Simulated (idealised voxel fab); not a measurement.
Process module heading - voxel wiring stack
The figure presents cross-section cut, which has a width of 240 nm and is divided into square cells with an edge length of 5 nm.
Cross-section spec: square-cell grid; bands listed top down; each band is one or more rows. A band entry consists of two parts. The first gives the height of the band's top and the height of its bottom, in nm. The rest lists the band's materials from left to right, each with its width in nm. A single material labelled with the word "everywhere" fills the band from edge to edge, and the word "blank" marks empty space. Below 0: as-received wafer, all one material; heights counted from there. Lowest band: no bottom, goes on down, written "0 down". With a width like "30..40", each row of cells in the band differs from the next by the same amount, the top row carrying the first number and the bottom row the second. Step marked "nothing was modified"? Then no cell in the cross-section changed in it. In "Closed internal cavities" the enclosed voids are listed, meaning empty spaces of 8 cells or larger without any opening to the top. The form is width x height at distance, distance from the left edge, units nm. Anything after a step's settings on that line? It's the simulator's own note about the step. The optional step-line setting "overlay nm" applies to steps with a mask and quantifies how far to the right of its planned location the mask lay, a negative value indicating leftward placement.

-- Process steps foreseen in the plan
1: op RECEIVE | material Si
2: op CONFORMAL_DEP | material SiO2 | thk nm 15
3: op CONFORMAL_DEP | material SiCN | thk nm 5
4: op DIRECTIONAL_DEP | material lowk | thk nm 20
5: op PATTERN | tone open | mask id METAL_1 | material resist | width nm 20 | pitch nm 45 | thk nm 15 | overlay nm 0
6: op DIRECTIONAL_ETCH | etch materials lowk | depth nm 20
7: op DIRECTIONAL_ETCH | etch materials SiCN | depth nm 5
8: op STRIP | etch materials resist
9: op CONFORMAL_DEP | material TiN | thk nm 5
10: op FILL_DEP | material Cu | thk nm 10
11: op CMP | height nm 40
12: op EPI | material Ru | thk nm 5
13: op FILL_DEP | material SiCN | thk nm 5
14: op DIRECTIONAL_DEP | material SiO2 | thk nm 25
15: op MASKED_ETCH | tone open | mask id METAL_2 | width nm 20 | pitch nm 45 | etch materials SiO2 | depth nm 15 | overlay nm 0
16: op PATTERN | tone open | mask id METAL_2_HOLES | material resist | width nm 15 | pitch nm 45 | thk nm 20 | overlay nm 0
17: op DIRECTIONAL_ETCH | etch materials SiO2 | depth nm 10
18: op DIRECTIONAL_ETCH | etch materials SiCN | depth nm 5
19: op STRIP | etch materials resist
20: op CONFORMAL_DEP | material TiN | thk nm 5
21: op FILL_DEP | material Cu | thk nm 10
22: op CMP | height nm 75
23: op CONFORMAL_DEP | material SiCN | thk nm 5
24: op DIRECTIONAL_DEP | material SiO2 | thk nm 30
25: op PATTERN | tone open | mask id METAL_3 | material resist | width nm 20 | pitch nm 45 | thk nm 20 | overlay nm 0
26: op DIRECTIONAL_ETCH | etch materials SiO2 | depth nm 20
27: op STRIP | etch materials resist
28: op MASKED_ETCH | tone open | mask id METAL_3_HOLES | width nm 15 | pitch nm 45 | etch materials SiO2 | depth nm 10 | overlay nm 0
29: op MASKED_ETCH | tone open | mask id METAL_3_HOLES | width nm 15 | pitch nm 45 | etch materials SiCN | depth nm 5 | overlay nm 0
30: op CONFORMAL_DEP | material TiN | thk nm 5
31: op FILL_DEP | material Cu | thk nm 10
32: op CMP | height nm 110
33: op CONFORMAL_DEP | material SiCN | thk nm 5

-- Received-state cross-section, reflecting completion of step 1
- 0 down | Si everywhere
- Closed internal cavities: none

-- As-planned run: cross-section of the first of two wafers at end of module
- 115 to 110 | SiCN everywhere
- 110 to 95 | SiO2 65 nm  TiN 5 nm  Cu 10 nm  TiN 5 nm  SiO2 25 nm  TiN 5 nm  Cu 10 nm  TiN 5 nm  SiO2 25 nm  TiN 5 nm  Cu 10 nm  TiN 5 nm  SiO2 65 nm
- 95 to 90 | SiO2 65 nm  TiN 5 nm  Cu 5 nm  TiN 10 nm  SiO2 25 nm  TiN 5 nm  Cu 5 nm  TiN 10 nm  SiO2 25 nm  TiN 5 nm  Cu 5 nm  TiN 10 nm  SiO2 65 nm
- 90 to 80 | SiO2 65 nm  TiN 5 nm  Cu 5 nm  TiN 5 nm  SiO2 30 nm  TiN 5 nm  Cu 5 nm  TiN 5 nm  SiO2 30 nm  TiN 5 nm  Cu 5 nm  TiN 5 nm  SiO2 70 nm
- 80 to 75 | SiCN 65 nm  TiN 15 nm  SiCN 30 nm  TiN 15 nm  SiCN 30 nm  TiN 15 nm  SiCN 70 nm
- 75 to 65 | SiO2 65 nm  TiN 5 nm  Cu 10 nm  TiN 5 nm  SiO2 25 nm  TiN 5 nm  Cu 10 nm  TiN 5 nm  SiO2 25 nm  TiN 5 nm  Cu 10 nm  TiN 5 nm  SiO2 65 nm
- 65 to 60 | SiO2 65 nm  TiN 5 nm  Cu 5 nm  TiN 10 nm  SiO2 25 nm  TiN 5 nm  Cu 5 nm  TiN 10 nm  SiO2 25 nm  TiN 5 nm  Cu 5 nm  TiN 10 nm  SiO2 65 nm
- 60 to 50 | SiO2 65 nm  TiN 5 nm  Cu 5 nm  TiN 5 nm  SiO2 30 nm  TiN 5 nm  Cu 5 nm  TiN 5 nm  SiO2 30 nm  TiN 5 nm  Cu 5 nm  TiN 5 nm  SiO2 70 nm
- 50 to 45 | SiCN 65 nm  TiN 15 nm  SiCN 30 nm  TiN 15 nm  SiCN 30 nm  TiN 15 nm  SiCN 70 nm
- 45 to 40 | SiCN 60 nm  Ru 30 nm  SiCN 15 nm  Ru 30 nm  SiCN 15 nm  Ru 30 nm  SiCN 60 nm
- 40 to 20 | lowk 65 nm  TiN 5 nm  Cu 10 nm  TiN 5 nm  lowk 25 nm  TiN 5 nm  Cu 10 nm  TiN 5 nm  lowk 25 nm  TiN 5 nm  Cu 10 nm  TiN 5 nm  lowk 65 nm
- 20 to 15 | SiCN 65 nm  TiN 20 nm  SiCN 25 nm  TiN 20 nm  SiCN 25 nm  TiN 20 nm  SiCN 65 nm
- 15 to 0 | SiO2 everywhere
- 0 down | Si everywhere
- Closed internal cavities: none

-- Cross-section, second wafer: same start as the first, same plan as the first, one mistake in running it; taken at the end of the module
- 115 to 110 | SiCN everywhere
- 110 to 95 | SiO2 65 nm  TiN 5 nm  Cu 10 nm  TiN 5 nm  SiO2 25 nm  TiN 5 nm  Cu 10 nm  TiN 5 nm  SiO2 25 nm  TiN 5 nm  Cu 10 nm  TiN 5 nm  SiO2 65 nm
- 95 to 90 | SiO2 65 nm  TiN 5 nm  Cu 5 nm  TiN 10 nm  SiO2 25 nm  TiN 5 nm  Cu 5 nm  TiN 10 nm  SiO2 25 nm  TiN 5 nm  Cu 5 nm  TiN 10 nm  SiO2 65 nm
- 90 to 80 | SiO2 65 nm  TiN 5 nm  Cu 5 nm  TiN 5 nm  SiO2 30 nm  TiN 5 nm  Cu 5 nm  TiN 5 nm  SiO2 30 nm  TiN 5 nm  Cu 5 nm  TiN 5 nm  SiO2 70 nm
- 80 to 75 | SiCN 65 nm  TiN 15 nm  SiCN 30 nm  TiN 15 nm  SiCN 30 nm  TiN 15 nm  SiCN 70 nm
- 75 to 70 | Cu everywhere
- 70 to 65 | TiN 70 nm  Cu 10 nm  TiN 35 nm  Cu 10 nm  TiN 35 nm  Cu 10 nm  TiN 70 nm
- 65 to 60 | SiO2 65 nm  TiN 20 nm  SiO2 25 nm  TiN 20 nm  SiO2 25 nm  TiN 20 nm  SiO2 65 nm
- 60 to 50 | SiO2 80 nm  TiN 5 nm  SiO2 40 nm  TiN 5 nm  SiO2 40 nm  TiN 5 nm  SiO2 65 nm
- 50 to 45 | SiCN 80 nm  TiN 5 nm  SiCN 40 nm  TiN 5 nm  SiCN 40 nm  TiN 5 nm  SiCN 65 nm
- 45 to 40 | SiCN 60 nm  Ru 30 nm  SiCN 15 nm  Ru 30 nm  SiCN 15 nm  Ru 30 nm  SiCN 60 nm
- 40 to 20 | lowk 65 nm  TiN 5 nm  Cu 10 nm  TiN 5 nm  lowk 25 nm  TiN 5 nm  Cu 10 nm  TiN 5 nm  lowk 25 nm  TiN 5 nm  Cu 10 nm  TiN 5 nm  lowk 65 nm
- 20 to 15 | SiCN 65 nm  TiN 20 nm  SiCN 25 nm  TiN 20 nm  SiCN 25 nm  TiN 20 nm  SiCN 65 nm
- 15 to 0 | SiO2 everywhere
- 0 down | Si everywhere
- Closed internal cavities: none
Where did the run depart from the plan? step 16 ran differently from the plan; actual operation with settings: op PATTERN | tone cover | mask id METAL_2_HOLES | material resist | width nm 15 | pitch nm 45 | thk nm 20 | overlay nm 0
Wafer comparison, final, in cells, second relative to first, materials more or fewer: +33 Cu; +6 SiCN; -60 SiO2; +21 TiN
